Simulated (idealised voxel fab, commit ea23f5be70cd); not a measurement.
Module name: voxel quadruple lines (process module)
Cross-section cut spans 205 nm and uses square cells 5 nm in size.
Cross-section spec: square-cell grid; bands listed top down; each band is one or more rows.
Top height, bottom height, nm. Materials left to right, width each, nm. Single material + "everywhere" = fills band edge to edge. "empty" = empty.
Ref level 0: as-received wafer is one material below here. Bottom band extends down with no lower bound ("top 0, no bottom").
You'd read "30..40" like this: the band's top row of cells is as wide as the first number, its bottom row is as wide as the second, and going down, every row changes width by the same amount as the row before did.
"no alteration" for a step: no cell of the cross-section changed in that step.
"Completely sealed voids" lists enclosed empty spaces (at least 8 cells, no open path upward to the top), each as width x height at distance from the left edge, in nm.
Step line, after settings: the simulator's comment on this step.
On any step carrying a mask, the "overlay nm" setting, if present on the step's line, tells how far right of its planned place the mask lay; negative values point to the left.
[Below is the list of planned process steps]
1) RECEIVE | material Si
2) CONFORMAL_DEP | material SiO2 | thk nm 10
3) DIRECTIONAL_DEP | material TiN | thk nm 15
4) DIRECTIONAL_DEP | material polySi | thk nm 20
5) DIRECTIONAL_DEP | material aC | thk nm 25
6) PATTERN | tone cover | mask id MANDREL | material resist | width nm 20 | thk nm 30 | overlay nm 0
7) DIRECTIONAL_ETCH | etch materials aC | depth nm 25
8) STRIP | etch materials resist
9) CONFORMAL_DEP | material SiO2 | thk nm 10
10) DIRECTIONAL_ETCH | etch materials SiO2 | depth nm 10
11) STRIP | etch materials aC
12) DIRECTIONAL_ETCH | etch materials polySi | depth nm 20
13) STRIP | etch materials SiO2
14) CONFORMAL_DEP | material SiN | thk nm 5
15) DIRECTIONAL_ETCH | etch materials SiN | depth nm 5
16) STRIP | etch materials polySi
17) DIRECTIONAL_ETCH | etch materials TiN | depth nm 15
18) STRIP | etch materials SiN
[Cross-section of the wafer as it came to us, i.e., already through step 1]
  top 0, no bottom  Si everywhere
  Completely sealed voids: none
[Module complete - cross-section of the first of two wafers, run according to plan]
  top 25, bottom 10  75 empty; 5 TiN; 10 empty; 5 TiN; 10 empty; 5 TiN; 10 empty; 5 TiN; 80 empty
  top 10, bottom 0  SiO2 everywhere
  top 0, no bottom  Si everywhere
  Completely sealed voids: none
[Cross-sectional view: second of two wafers, end of module; start and plan identical to the first, one mistake in running]
  top 20, bottom 10  75 empty; 5 TiN; 10 empty; 5 TiN; 10 empty; 5 TiN; 10 empty; 5 TiN; 80 empty
  top 10, bottom 0  SiO2 everywhere
  top 0, no bottom  Si everywhere
  Completely sealed voids: none
Run error: step 3, actual vs plan mismatch, actual run DIRECTIONAL_DEP | material TiN | thk nm 10
Final tally in cells, some materials are higher or lower on the second wafer than on the first: TiN -4
